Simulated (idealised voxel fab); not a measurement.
Process module, titled voxel gate over fins
FYI the section here is cut, 250 nm wide, cells are 5 nm squares.
In this document a cross-section is written as a grid of square cells. It is given as a series of bands, listed from the top down, and a band is one or more rows of cells. Basically the band line says how high the top is and how high the bottom is, in nm, and then what's in it from left to right, every material with its width in nm. Empty space shows up as "empty", and if a single material carries "edge to edge" it runs the full band edge to edge. Zero point of the height axis is 0; under it, received wafer = one material. Lowest band: continues down indefinitely, "0 nm and below". It should be noted that a width expressed as "30->40" varies in equal increments from row to row of cells within the band, taking the value of the first number at the top row and that of the second number at the bottom row. A step reported as "stayed the same" is a step in which no cell of the cross-section changed. "Sealed cavities" contains a list of empty spaces, each no smaller than 8 cells and without an open way to the top, written in the form width x height at distance with the distance from the left edge and all three in nm. The remark found on a step's line after its settings is issued by the simulator itself and pertains to that step. If you see "overlay nm" on a step's line and that step has a mask, it's telling you how far right of where it was planned the mask ended up; a negative number means it went left instead. Quick note on how to read the rest: it's all pairs. You get the cross-section before a process step and the one after, but the after one only goes down as far as the lowest band that changed. The step in between, with its settings, sits under the pair. Heads up, the pairs can come from different runs of this module on the same starting wafer, so don't assume a pair picks up from the one above unless its "Cross-section, before" entry says it does.

Cross-section, before:
* 0 nm and below = Si edge to edge
* Sealed cavities: none

Post-Step Snapshot:
* 10 nm to 0 nm = SiN edge to edge
* Beneath the level 0, the cross-section is identical to its previous state.
* Sealed cavities: none
What sits between those two cross-sections? CONFORMAL_DEP with material SiN, thk nm 10

Cross-section, before: unchanged from the after cross-section in the pair immediately above; refer to that figure.

Post-Step Snapshot:
* 30 nm to 10 nm = empty (25), then resist (15), then empty (45), then resist (15), then empty (45), then resist (15), then empty (45), then resist (15), then empty (30)
* Beneath the level 10, the cross-section is identical to its previous state.
* Sealed cavities: none
What sits between those two cross-sections? PATTERN with tone cover, mask id FINS, material resist, width nm 15, pitch nm 60, thk nm 20, overlay nm 0

Cross-section, before: unchanged from the after cross-section in the pair immediately above; refer to that figure.

Post-Step Snapshot:
* 30 nm to 10 nm = empty (25), then resist (15), then empty (45), then resist (15), then empty (45), then resist (15), then empty (45), then resist (15), then empty (30)
* 10 nm to 0 nm = empty (25), then SiN (15), then empty (45), then SiN (15), then empty (45), then SiN (15), then empty (45), then SiN (15), then empty (30)
* Beneath the level 0, the cross-section is identical to its previous state.
* Sealed cavities: none
What sits between those two cross-sections? DIRECTIONAL_ETCH with etch materials SiN, depth nm 10

Cross-section, before: unchanged from the after cross-section in the pair immediately above; refer to that figure.

Post-Step Snapshot:
* 30 nm to 10 nm = empty (25), then resist (15), then empty (45), then resist (15), then empty (45), then resist (15), then empty (45), then resist (15), then empty (30)
* 10 nm to 0 nm = empty (25), then SiN (15), then empty (45), then SiN (15), then empty (45), then SiN (15), then empty (45), then SiN (15), then empty (30)
* 0 nm to -40 nm = empty (25), then Si (15), then empty (45), then Si (15), then empty (45), then Si (15), then empty (45), then Si (15), then empty (30)
* Beneath the level -40, the cross-section is identical to its previous state.
* Sealed cavities: none
What sits between those two cross-sections? DIRECTIONAL_ETCH with etch materials Si, depth nm 40

Cross-section, before: unchanged from the after cross-section in the pair immediately above; refer to that figure.

Post-Step Snapshot:
* 10 nm to 0 nm = empty (25), then SiN (15), then empty (45), then SiN (15), then empty (45), then SiN (15), then empty (45), then SiN (15), then empty (30)
* Beneath the level 0, the cross-section is identical to its previous state.
* Sealed cavities: none
What sits between those two cross-sections? STRIP with etch materials resist

Cross-section, before: unchanged from the after cross-section in the pair immediately above; refer to that figure.

Post-Step Snapshot:
* 10 nm to 0 nm = empty (25), then SiN (15), then empty (45), then SiN (15), then empty (45), then SiN (15), then empty (45), then SiN (15), then empty (30)
* 0 nm to -40 nm = empty (25), then SiO2 (5), then Si (5), then SiO2 (5), then empty (45), then SiO2 (5), then Si (5), then SiO2 (5), then empty (45), then SiO2 (5), then Si (5), then SiO2 (5), then empty (45), then SiO2 (5), then Si (5), then SiO2 (5), then empty (30)
* -40 nm to -45 nm = SiO2 (30), then Si (5), then SiO2 (55), then Si (5), then SiO2 (55), then Si (5), then SiO2 (55), then Si (5), then SiO2 (35)
* Beneath the level -45, the cross-section is identical to its previous state.
* Sealed cavities: none
What sits between those two cross-sections? OXIDIZE with depth nm 5

Cross-section, before: unchanged from the after cross-section in the pair immediately above; refer to that figure.

Post-Step Snapshot:
* 15 nm to 10 nm = SiO2 edge to edge
* 10 nm to 0 nm = SiO2 (25), then SiN (15), then SiO2 (45), then SiN (15), then SiO2 (45), then SiN (15), then SiO2 (45), then SiN (15), then SiO2 (30)
* 0 nm to -45 nm = SiO2 (30), then Si (5), then SiO2 (55), then Si (5), then SiO2 (55), then Si (5), then SiO2 (55), then Si (5), then SiO2 (35)
* Beneath the level -45, the cross-section is identical to its previous state.
* Sealed cavities: none
What sits between those two cross-sections? FILL_DEP with material SiO2, thk nm 5

Cross-section, before: unchanged from the after cross-section in the pair immediately above; refer to that figure.

Post-Step Snapshot:
* 10 nm to 0 nm = SiO2 (25), then SiN (15), then SiO2 (45), then SiN (15), then SiO2 (45), then SiN (15), then SiO2 (45), then SiN (15), then SiO2 (30)
* Beneath the level 0, the cross-section is identical to its previous state.
* Sealed cavities: none
What sits between those two cross-sections? CMP with height nm 10

Cross-section, before: unchanged from the after cross-section in the pair immediately above; refer to that figure.

Post-Step Snapshot:
* 10 nm to 0 nm = SiO2 (25), then SiN (15), then SiO2 (15), then empty (15), then SiO2 (15), then SiN (15), then SiO2 (45), then SiN (15), then SiO2 (45), then SiN (15), then SiO2 (30)
* 0 nm to -35 nm = SiO2 (30), then Si (5), then SiO2 (20), then empty (15), then SiO2 (20), then Si (5), then SiO2 (55), then Si (5), then SiO2 (55), then Si (5), then SiO2 (35)
* Beneath the level -35, the cross-section is identical to its previous state.
* Sealed cavities: none
What sits between those two cross-sections? MASKED_ETCH with tone open, mask id RAIL, width nm 15, etch materials SiO2, depth nm 45, overlay nm 0

Cross-section, before: unchanged from the after cross-section in the pair immediately above; refer to that figure.

Post-Step Snapshot:
* 15 nm to 10 nm = TiN (60), then empty (5), then TiN (185)
* 10 nm to 0 nm = SiO2 (25), then SiN (15), then SiO2 (15), then TiN (5), then empty (5), then TiN (5), then SiO2 (15), then SiN (15), then SiO2 (45), then SiN (15), then SiO2 (45), then SiN (15), then SiO2 (30)
* 0 nm to -30 nm = SiO2 (30), then Si (5), then SiO2 (20), then TiN (5), then empty (5), then TiN (5), then SiO2 (20), then Si (5), then SiO2 (55), then Si (5), then SiO2 (55), then Si (5), then SiO2 (35)
* -30 nm to -35 nm = SiO2 (30), then Si (5), then SiO2 (20), then TiN (15), then SiO2 (20), then Si (5), then SiO2 (55), then Si (5), then SiO2 (55), then Si (5), then SiO2 (35)
* Beneath the level -35, the cross-section is identical to its previous state.
* Sealed cavities: none
What sits between those two cross-sections? CONFORMAL_DEP with material TiN, thk nm 5

Cross-section, before: unchanged from the after cross-section in the pair immediately above; refer to that figure.

Post-Step Snapshot:
* 25 nm to 15 nm = Ru edge to edge
* 15 nm to 10 nm = TiN (60), then Ru (5), then TiN (185)
* 10 nm to 0 nm = SiO2 (25), then SiN (15), then SiO2 (15), then TiN (5), then Ru (5), then TiN (5), then SiO2 (15), then SiN (15), then SiO2 (45), then SiN (15), then SiO2 (45), then SiN (15), then SiO2 (30)
* 0 nm to -30 nm = SiO2 (30), then Si (5), then SiO2 (20), then TiN (5), then Ru (5), then TiN (5), then SiO2 (20), then Si (5), then SiO2 (55), then Si (5), then SiO2 (55), then Si (5), then SiO2 (35)
* Beneath the level -30, the cross-section is identical to its previous state.
* Sealed cavities: none
What sits between those two cross-sections? FILL_DEP with material Ru, thk nm 10

Cross-section, before: unchanged from the after cross-section in the pair immediately above; refer to that figure.

Post-Step Snapshot:
* 10 nm to 0 nm = SiO2 (25), then SiN (15), then SiO2 (15), then TiN (5), then Ru (5), then TiN (5), then SiO2 (15), then SiN (15), then SiO2 (45), then SiN (15), then SiO2 (45), then SiN (15), then SiO2 (30)
* Beneath the level 0, the cross-section is identical to its previous state.
* Sealed cavities: none
What sits between those two cross-sections? CMP with height nm 10

Cross-section, before: unchanged from the after cross-section in the pair immediately above; refer to that figure.

Post-Step Snapshot:
* 10 nm to 0 nm = SiO2 (25), then SiN (15), then SiO2 (15), then empty (15), then SiO2 (15), then SiN (15), then SiO2 (45), then SiN (15), then SiO2 (45), then SiN (15), then SiO2 (30)
* 0 nm to -15 nm = SiO2 (30), then Si (5), then SiO2 (20), then empty (15), then SiO2 (20), then Si (5), then SiO2 (55), then Si (5), then SiO2 (55), then Si (5), then SiO2 (35)
* Beneath the level -15, the cross-section is identical to its previous state.
* Sealed cavities: none
What sits between those two cross-sections? SELECTIVE_ETCH with etch materials W Ru TiN, depth nm 25

Cross-section, before: unchanged from the after cross-section in the pair immediately above; refer to that figure.

Post-Step Snapshot:
* 15 nm to 10 nm = SiO2 edge to edge
* 10 nm to 0 nm = SiO2 (25), then SiN (15), then SiO2 (45), then SiN (15), then SiO2 (45), then SiN (15), then SiO2 (45), then SiN (15), then SiO2 (30)
* 0 nm to -15 nm = SiO2 (30), then Si (5), then SiO2 (55), then Si (5), then SiO2 (55), then Si (5), then SiO2 (55), then Si (5), then SiO2 (35)
* Beneath the level -15, the cross-section is identical to its previous state.
* Sealed cavities: none
What sits between those two cross-sections? FILL_DEP with material SiO2, thk nm 5

Cross-section, before: unchanged from the after cross-section in the pair immediately above; refer to that figure.

Post-Step Snapshot:
* 10 nm to 0 nm = SiO2 (25), then SiN (15), then SiO2 (45), then SiN (15), then SiO2 (45), then SiN (15), then SiO2 (45), then SiN (15), then SiO2 (30)
* Beneath the level 0, the cross-section is identical to its previous state.
* Sealed cavities: none
What sits between those two cross-sections? CMP with height nm 10

Cross-section, before: unchanged from the after cross-section in the pair immediately above; refer to that figure.

Post-Step Snapshot:
* 10 nm to 0 nm = empty (25), then SiN (15), then empty (45), then SiN (15), then empty (45), then SiN (15), then empty (45), then SiN (15), then empty (30)
* 0 nm to -10 nm = empty (30), then Si (5), then empty (55), then Si (5), then empty (55), then Si (5), then empty (55), then Si (5), then empty (35)
* Beneath the level -10, the cross-section is identical to its previous state.
* Sealed cavities: none
What sits between those two cross-sections? SELECTIVE_ETCH with etch materials SiO2, depth nm 20

Cross-section, before: unchanged from the after cross-section in the pair immediately above; refer to that figure.

Post-Step Snapshot:
* 0 nm to -10 nm = empty (30), then Si (5), then empty (55), then Si (5), then empty (55), then Si (5), then empty (55), then Si (5), then empty (35)
* Beneath the level -10, the cross-section is identical to its previous state.
* Sealed cavities: none
What sits between those two cross-sections? STRIP with etch materials SiN

Cross-section, before: unchanged from the after cross-section in the pair immediately above; refer to that figure.

Post-Step Snapshot:
* 5 nm to 0 nm = empty (25), then HfO2 (15), then empty (45), then HfO2 (15), then empty (45), then HfO2 (15), then empty (45), then HfO2 (15), then empty (30)
* 0 nm to -5 nm = empty (25), then HfO2 (5), then Si (5), then HfO2 (5), then empty (45), then HfO2 (5), then Si (5), then HfO2 (5), then empty (45), then HfO2 (5), then Si (5), then HfO2 (5), then empty (45), then HfO2 (5), then Si (5), then HfO2 (5), then empty (30)
* -5 nm to -10 nm = HfO2 (30), then Si (5), then HfO2 (55), then Si (5), then HfO2 (55), then Si (5), then HfO2 (55), then Si (5), then HfO2 (35)
* Beneath the level -10, the cross-section is identical to its previous state.
* Sealed cavities: none
What sits between those two cross-sections? CONFORMAL_DEP with material HfO2, thk nm 5

Cross-section, before: unchanged from the after cross-section in the pair immediately above; refer to that figure.

Post-Step Snapshot:
* 10 nm to 5 nm = empty (20), then TiN (25), then empty (35), then TiN (25), then empty (35), then TiN (25), then empty (35), then TiN (25), then empty (25)
* 5 nm to 0 nm = empty (20), then TiN (5), then HfO2 (15), then TiN (5), then empty (35), then TiN (5), then HfO2 (15), then TiN (5), then empty (35), then TiN (5), then HfO2 (15), then TiN (5), then empty (35), then TiN (5), then HfO2 (15), then TiN (5), then empty (25)
* 0 nm to -5 nm = TiN (25), then HfO2 (5), then Si (5), then HfO2 (5), then TiN (45), then HfO2 (5), then Si (5), then HfO2 (5), then TiN (45), then HfO2 (5), then Si (5), then HfO2 (5), then TiN (45), then HfO2 (5), then Si (5), then HfO2 (5), then TiN (30)
* Beneath the level -5, the cross-section is identical to its previous state.
* Sealed cavities: none
What sits between those two cross-sections? CONFORMAL_DEP with material TiN, thk nm 5

Cross-section, before: unchanged from the after cross-section in the pair immediately above; refer to that figure.

Post-Step Snapshot:
* 15 nm to 10 nm = empty (15), then TiAl (35), then empty (25), then TiAl (35), then empty (25), then TiAl (35), then empty (25), then TiAl (35), then empty (20)
* 10 nm to 5 nm = empty (15), then TiAl (5), then TiN (25), then TiAl (5), then empty (25), then TiAl (5), then TiN (25), then TiAl (5), then empty (25), then TiAl (5), then TiN (25), then TiAl (5), then empty (25), then TiAl (5), then TiN (25), then TiAl (5), then empty (20)
* 5 nm to 0 nm = TiAl (20), then TiN (5), then HfO2 (15), then TiN (5), then TiAl (35), then TiN (5), then HfO2 (15), then TiN (5), then TiAl (35), then TiN (5), then HfO2 (15), then TiN (5), then TiAl (35), then TiN (5), then HfO2 (15), then TiN (5), then TiAl (25)
* Beneath the level 0, the cross-section is identical to its previous state.
* Sealed cavities: none
What sits between those two cross-sections? CONFORMAL_DEP with material TiAl, thk nm 5

Cross-section, before: unchanged from the after cross-section in the pair immediately above; refer to that figure.

Post-Step Snapshot:
* 20 nm to 15 nm = empty (10), then TiN (45), then empty (15), then TiN (45), then empty (15), then TiN (45), then empty (15), then TiN (45), then empty (15)
* 15 nm to 10 nm = empty (10), then TiN (5), then TiAl (35), then TiN (5), then empty (15), then TiN (5), then TiAl (35), then TiN (5), then empty (15), then TiN (5), then TiAl (35), then TiN (5), then empty (15), then TiN (5), then TiAl (35), then TiN (5), then empty (15)
* 10 nm to 5 nm = TiN (15), then TiAl (5), then TiN (25), then TiAl (5), then TiN (25), then TiAl (5), then TiN (25), then TiAl (5), then TiN (25), then TiAl (5), then TiN (25), then TiAl (5), then TiN (25), then TiAl (5), then TiN (25), then TiAl (5), then TiN (20)
* Beneath the level 5, the cross-section is identical to its previous state.
* Sealed cavities: none
What sits between those two cross-sections? CONFORMAL_DEP with material TiN, thk nm 5

Cross-section, before: unchanged from the after cross-section in the pair immediately above; refer to that figure.

Post-Step Snapshot:
* 30 nm to 20 nm = W edge to edge
* 20 nm to 15 nm = W (10), then TiN (45), then W (15), then TiN (45), then W (15), then TiN (45), then W (15), then TiN (45), then W (15)
* 15 nm to 10 nm = W (10), then TiN (5), then TiAl (35), then TiN (5), then W (15), then TiN (5), then TiAl (35), then TiN (5), then W (15), then TiN (5), then TiAl (35), then TiN (5), then W (15), then TiN (5), then TiAl (35), then TiN (5), then W (15)
* Beneath the level 10, the cross-section is identical to its previous state.
* Sealed cavities: none
What sits between those two cross-sections? FILL_DEP with material W, thk nm 10

Cross-section, before: unchanged from the after cross-section in the pair immediately above; refer to that figure.

Post-Step Snapshot:
* 25 nm to 20 nm = W edge to edge
* Beneath the level 20, the cross-section is identical to its previous state.
* Sealed cavities: none
What sits between those two cross-sections? CMP with height nm 25

Cross-section, before: unchanged from the after cross-section in the pair immediately above; refer to that figure.

Post-Step Snapshot:
* 35 nm to 25 nm = SiCN edge to edge
* Beneath the level 25, the cross-section is identical to its previous state.
* Sealed cavities: none
What sits between those two cross-sections? CONFORMAL_DEP with material SiCN, thk nm 10

Cross-section, before:
* 0 nm to -10 nm = empty (30), then Si (5), then empty (55), then Si (5), then empty (55), then Si (5), then empty (55), then Si (5), then empty (35)
* -10 nm to -15 nm = SiO2 (30), then Si (5), then SiO2 (55), then Si (5), then SiO2 (55), then Si (5), then SiO2 (55), then Si (5), then SiO2 (35)
* -15 nm to -30 nm = SiO2 (30), then Si (5), then SiO2 (20), then TiN (5), then Ru (5), then TiN (5), then SiO2 (20), then Si (5), then SiO2 (55), then Si (5), then SiO2 (55), then Si (5), then SiO2 (35)
* -30 nm to -35 nm = SiO2 (30), then Si (5), then SiO2 (20), then TiN (15), then SiO2 (20), then Si (5), then SiO2 (55), then Si (5), then SiO2 (55), then Si (5), then SiO2 (35)
* -35 nm to -45 nm = SiO2 (30), then Si (5), then SiO2 (55), then Si (5), then SiO2 (55), then Si (5), then SiO2 (55), then Si (5), then SiO2 (35)
* -45 nm and below = Si edge to edge
* Sealed cavities: none

Post-Step Snapshot:
* 5 nm to 0 nm = empty (25), then TiN (15), then empty (45), then TiN (15), then empty (45), then TiN (15), then empty (45), then TiN (15), then empty (30)
* 0 nm to -5 nm = empty (25), then TiN (5), then Si (5), then TiN (5), then empty (45), then TiN (5), then Si (5), then TiN (5), then empty (45), then TiN (5), then Si (5), then TiN (5), then empty (45), then TiN (5), then Si (5), then TiN (5), then empty (30)
* -5 nm to -10 nm = TiN (30), then Si (5), then TiN (55), then Si (5), then TiN (55), then Si (5), then TiN (55), then Si (5), then TiN (35)
* Beneath the level -10, the cross-section is identical to its previous state.
* Sealed cavities: none
What sits between those two cross-sections? CONFORMAL_DEP with material TiN, thk nm 5

Cross-section, before: unchanged from the after cross-section in the pair immediately above; refer to that figure.

Post-Step Snapshot:
* 10 nm to 5 nm = empty (20), then TiAl (25), then empty (35), then TiAl (25), then empty (35), then TiAl (25), then empty (35), then TiAl (25), then empty (25)
* 5 nm to 0 nm = empty (20), then TiAl (5), then TiN (15), then TiAl (5), then empty (35), then TiAl (5), then TiN (15), then TiAl (5), then empty (35), then TiAl (5), then TiN (15), then TiAl (5), then empty (35), then TiAl (5), then TiN (15), then TiAl (5), then empty (25)
* 0 nm to -5 nm = TiAl (25), then TiN (5), then Si (5), then TiN (5), then TiAl (45), then TiN (5), then Si (5), then TiN (5), then TiAl (45), then TiN (5), then Si (5), then TiN (5), then TiAl (45), then TiN (5), then Si (5), then TiN (5), then TiAl (30)
* Beneath the level -5, the cross-section is identical to its previous state.
* Sealed cavities: none
What sits between those two cross-sections? CONFORMAL_DEP with material TiAl, thk nm 5

Cross-section, before: unchanged from the after cross-section in the pair immediately above; refer to that figure.

Post-Step Snapshot:
* 15 nm to 10 nm = empty (15), then TiN (35), then empty (25), then TiN (35), then empty (25), then TiN (35), then empty (25), then TiN (35), then empty (20)
* 10 nm to 5 nm = empty (15), then TiN (5), then TiAl (25), then TiN (5), then empty (25), then TiN (5), then TiAl (25), then TiN (5), then empty (25), then TiN (5), then TiAl (25), then TiN (5), then empty (25), then TiN (5), then TiAl (25), then TiN (5), then empty (20)
* 5 nm to 0 nm = TiN (20), then TiAl (5), then TiN (15), then TiAl (5), then TiN (35), then TiAl (5), then TiN (15), then TiAl (5), then TiN (35), then TiAl (5), then TiN (15), then TiAl (5), then TiN (35), then TiAl (5), then TiN (15), then TiAl (5), then TiN (25)
* Beneath the level 0, the cross-section is identical to its previous state.
* Sealed cavities: none
What sits between those two cross-sections? CONFORMAL_DEP with material TiN, thk nm 5

Cross-section, before: unchanged from the after cross-section in the pair immediately above; refer to that figure.

Post-Step Snapshot:
* 25 nm to 15 nm = W edge to edge
* 15 nm to 10 nm = W (15), then TiN (35), then W (25), then TiN (35), then W (25), then TiN (35), then W (25), then TiN (35), then W (20)
* 10 nm to 5 nm = W (15), then TiN (5), then TiAl (25), then TiN (5), then W (25), then TiN (5), then TiAl (25), then TiN (5), then W (25), then TiN (5), then TiAl (25), then TiN (5), then W (25), then TiN (5), then TiAl (25), then TiN (5), then W (20)
* Beneath the level 5, the cross-section is identical to its previous state.
* Sealed cavities: none
What sits between those two cross-sections? FILL_DEP with material W, thk nm 10

Cross-section, before: unchanged from the after cross-section in the pair immediately above; refer to that figure.

Post-Step Snapshot:
* 35 nm to 25 nm = SiCN edge to edge
* Beneath the level 25, the cross-section is identical to its previous state.
* Sealed cavities: none
What sits between those two cross-sections? CONFORMAL_DEP with material SiCN, thk nm 10

Cross-section, before:
* 10 nm to 0 nm = empty (25), then SiN (15), then empty (45), then SiN (15), then empty (45), then SiN (15), then empty (45), then SiN (15), then empty (30)
* 0 nm to -10 nm = empty (30), then Si (5), then empty (55), then Si (5), then empty (55), then Si (5), then empty (55), then Si (5), then empty (35)
* -10 nm to -15 nm = SiO2 (30), then Si (5), then SiO2 (55), then Si (5), then SiO2 (55), then Si (5), then SiO2 (55), then Si (5), then SiO2 (35)
* -15 nm to -30 nm = SiO2 (30), then Si (5), then SiO2 (20), then TiN (5), then Ru (5), then TiN (5), then SiO2 (20), then Si (5), then SiO2 (55), then Si (5), then SiO2 (55), then Si (5), then SiO2 (35)
* -30 nm to -35 nm = SiO2 (30), then Si (5), then SiO2 (20), then TiN (15), then SiO2 (20), then Si (5), then SiO2 (55), then Si (5), then SiO2 (55), then Si (5), then SiO2 (35)
* -35 nm to -45 nm = SiO2 (30), then Si (5), then SiO2 (55), then Si (5), then SiO2 (55), then Si (5), then SiO2 (55), then Si (5), then SiO2 (35)
* -45 nm and below = Si edge to edge
* Sealed cavities: none

Post-Step Snapshot:
* 10 nm to 0 nm = empty (25), then SiN (15), then empty (45), then SiN (15), then empty (45), then SiN (15), then empty (45), then SiN (15), then empty (30)
* 0 nm to -15 nm = empty (30), then Si (5), then empty (55), then Si (5), then empty (55), then Si (5), then empty (55), then Si (5), then empty (35)
* -15 nm to -30 nm = empty (30), then Si (5), then empty (20), then TiN (5), then Ru (5), then TiN (5), then empty (20), then Si (5), then empty (55), then Si (5), then empty (55), then Si (5), then empty (35)
* Beneath the level -30, the cross-section is identical to its previous state.
* Sealed cavities: none
What sits between those two cross-sections? SELECTIVE_ETCH with etch materials SiO2, depth nm 20

Cross-section, before: unchanged from the after cross-section in the pair immediately above; refer to that figure.

Post-Step Snapshot:
* 0 nm to -15 nm = empty (30), then Si (5), then empty (55), then Si (5), then empty (55), then Si (5), then empty (55), then Si (5), then empty (35)
* Beneath the level -15, the cross-section is identical to its previous state.
* Sealed cavities: none
What sits between those two cross-sections? STRIP with etch materials SiN

Cross-section, before: unchanged from the after cross-section in the pair immediately above; refer to that figure.

Post-Step Snapshot:
* 5 nm to 0 nm = empty (25), then HfO2 (15), then empty (45), then HfO2 (15), then empty (45), then HfO2 (15), then empty (45), then HfO2 (15), then empty (30)
* 0 nm to -10 nm = empty (25), then HfO2 (5), then Si (5), then HfO2 (5), then empty (45), then HfO2 (5), then Si (5), then HfO2 (5), then empty (45), then HfO2 (5), then Si (5), then HfO2 (5), then empty (45), then HfO2 (5), then Si (5), then HfO2 (5), then empty (30)
* -10 nm to -15 nm = empty (25), then HfO2 (5), then Si (5), then HfO2 (5), then empty (10), then HfO2 (25), then empty (10), then HfO2 (5), then Si (5), then HfO2 (5), then empty (45), then HfO2 (5), then Si (5), then HfO2 (5), then empty (45), then HfO2 (5), then Si (5), then HfO2 (5), then empty (30)
* -15 nm to -25 nm = empty (25), then HfO2 (5), then Si (5), then HfO2 (5), then empty (10), then HfO2 (5), then TiN (5), then Ru (5), then TiN (5), then HfO2 (5), then empty (10), then HfO2 (5), then Si (5), then HfO2 (5), then empty (45), then HfO2 (5), then Si (5), then HfO2 (5), then empty (45), then HfO2 (5), then Si (5), then HfO2 (5), then empty (30)
* -25 nm to -30 nm = HfO2 (30), then Si (5), then HfO2 (20), then TiN (5), then Ru (5), then TiN (5), then HfO2 (20), then Si (5), then HfO2 (55), then Si (5), then HfO2 (55), then Si (5), then HfO2 (35)
* Beneath the level -30, the cross-section is identical to its previous state.
* Sealed cavities: none
What sits between those two cross-sections? CONFORMAL_DEP with material HfO2, thk nm 5

Cross-section, before: unchanged from the after cross-section in the pair immediately above; refer to that figure.

Post-Step Snapshot:
* 10 nm to 5 nm = empty (20), then TiN (25), then empty (35), then TiN (25), then empty (35), then TiN (25), then empty (35), then TiN (25), then empty (25)
* 5 nm to 0 nm = empty (20), then TiN (5), then HfO2 (15), then TiN (5), then empty (35), then TiN (5), then HfO2 (15), then TiN (5), then empty (35), then TiN (5), then HfO2 (15), then TiN (5), then empty (35), then TiN (5), then HfO2 (15), then TiN (5), then empty (25)
* 0 nm to -5 nm = empty (20), then TiN (5), then HfO2 (5), then Si (5), then HfO2 (5), then TiN (5), then empty (35), then TiN (5), then HfO2 (5), then Si (5), then HfO2 (5), then TiN (5), then empty (35), then TiN (5), then HfO2 (5), then Si (5), then HfO2 (5), then TiN (5), then empty (35), then TiN (5), then HfO2 (5), then Si (5), then HfO2 (5), then TiN (5), then empty (25)
* -5 nm to -10 nm = empty (20), then TiN (5), then HfO2 (5), then Si (5), then HfO2 (5), then TiN (45), then HfO2 (5), then Si (5), then HfO2 (5), then TiN (5), then empty (35), then TiN (5), then HfO2 (5), then Si (5), then HfO2 (5), then TiN (5), then empty (35), then TiN (5), then HfO2 (5), then Si (5), then HfO2 (5), then TiN (5), then empty (25)
* -10 nm to -15 nm = empty (20), then TiN (5), then HfO2 (5), then Si (5), then HfO2 (5), then TiN (10), then HfO2 (25), then TiN (10), then HfO2 (5), then Si (5), then HfO2 (5), then TiN (5), then empty (35), then TiN (5), then HfO2 (5), then Si (5), then HfO2 (5), then TiN (5), then empty (35), then TiN (5), then HfO2 (5), then Si (5), then HfO2 (5), then TiN (5), then empty (25)
* -15 nm to -20 nm = empty (20), then TiN (5), then HfO2 (5), then Si (5), then HfO2 (5), then TiN (10), then HfO2 (5), then TiN (5), then Ru (5), then TiN (5), then HfO2 (5), then TiN (10), then HfO2 (5), then Si (5), then HfO2 (5), then TiN (5), then empty (35), then TiN (5), then HfO2 (5), then Si (5), then HfO2 (5), then TiN (5), then empty (35), then TiN (5), then HfO2 (5), then Si (5), then HfO2 (5), then TiN (5), then empty (25)
* -20 nm to -25 nm = TiN (25), then HfO2 (5), then Si (5), then HfO2 (5), then TiN (10), then HfO2 (5), then TiN (5), then Ru (5), then TiN (5), then HfO2 (5), then TiN (10), then HfO2 (5), then Si (5), then HfO2 (5), then TiN (45), then HfO2 (5), then Si (5), then HfO2 (5), then TiN (45), then HfO2 (5), then Si (5), then HfO2 (5), then TiN (30)
* Beneath the level -25, the cross-section is identical to its previous state.
* Sealed cavities: none
What sits between those two cross-sections? CONFORMAL_DEP with material TiN, thk nm 5

Cross-section, before: unchanged from the after cross-section in the pair immediately above; refer to that figure.

Post-Step Snapshot:
* 15 nm to 10 nm = empty (15), then TiAl (35), then empty (25), then TiAl (35), then empty (25), then TiAl (35), then empty (25), then TiAl (35), then empty (20)
* 10 nm to 5 nm = empty (15), then TiAl (5), then TiN (25), then TiAl (5), then empty (25), then TiAl (5), then TiN (25), then TiAl (5), then empty (25), then TiAl (5), then TiN (25), then TiAl (5), then empty (25), then TiAl (5), then TiN (25), then TiAl (5), then empty (20)
* 5 nm to 0 nm = empty (15), then TiAl (5), then TiN (5), then HfO2 (15), then TiN (5), then TiAl (5), then empty (25), then TiAl (5), then TiN (5), then HfO2 (15), then TiN (5), then TiAl (5), then empty (25), then TiAl (5), then TiN (5), then HfO2 (15), then TiN (5), then TiAl (5), then empty (25), then TiAl (5), then TiN (5), then HfO2 (15), then TiN (5), then TiAl (5), then empty (20)
* 0 nm to -5 nm = empty (15), then TiAl (5), then TiN (5), then HfO2 (5), then Si (5), then HfO2 (5), then TiN (5), then TiAl (35), then TiN (5), then HfO2 (5), then Si (5), then HfO2 (5), then TiN (5), then TiAl (5), then empty (25), then TiAl (5), then TiN (5), then HfO2 (5), then Si (5), then HfO2 (5), then TiN (5), then TiAl (5), then empty (25), then TiAl (5), then TiN (5), then HfO2 (5), then Si (5), then HfO2 (5), then TiN (5), then TiAl (5), then empty (20)
* -5 nm to -10 nm = empty (15), then TiAl (5), then TiN (5), then HfO2 (5), then Si (5), then HfO2 (5), then TiN (45), then HfO2 (5), then Si (5), then HfO2 (5), then TiN (5), then TiAl (5), then empty (25), then TiAl (5), then TiN (5), then HfO2 (5), then Si (5), then HfO2 (5), then TiN (5), then TiAl (5), then empty (25), then TiAl (5), then TiN (5), then HfO2 (5), then Si (5), then HfO2 (5), then TiN (5), then TiAl (5), then empty (20)
* -10 nm to -15 nm = empty (15), then TiAl (5), then TiN (5), then HfO2 (5), then Si (5), then HfO2 (5), then TiN (10), then HfO2 (25), then TiN (10), then HfO2 (5), then Si (5), then HfO2 (5), then TiN (5), then TiAl (5), then empty (25), then TiAl (5), then TiN (5), then HfO2 (5), then Si (5), then HfO2 (5), then TiN (5), then TiAl (5), then empty (25), then TiAl (5), then TiN (5), then HfO2 (5), then Si (5), then HfO2 (5), then TiN (5), then TiAl (5), then empty (20)
* -15 nm to -20 nm = TiAl (20), then TiN (5), then HfO2 (5), then Si (5), then HfO2 (5), then TiN (10), then HfO2 (5), then TiN (5), then Ru (5), then TiN (5), then HfO2 (5), then TiN (10), then HfO2 (5), then Si (5), then HfO2 (5), then TiN (5), then TiAl (35), then TiN (5), then HfO2 (5), then Si (5), then HfO2 (5), then TiN (5), then TiAl (35), then TiN (5), then HfO2 (5), then Si (5), then HfO2 (5), then TiN (5), then TiAl (25)
* Beneath the level -20, the cross-section is identical to its previous state.
* Sealed cavities: none
What sits between those two cross-sections? CONFORMAL_DEP with material TiAl, thk nm 5
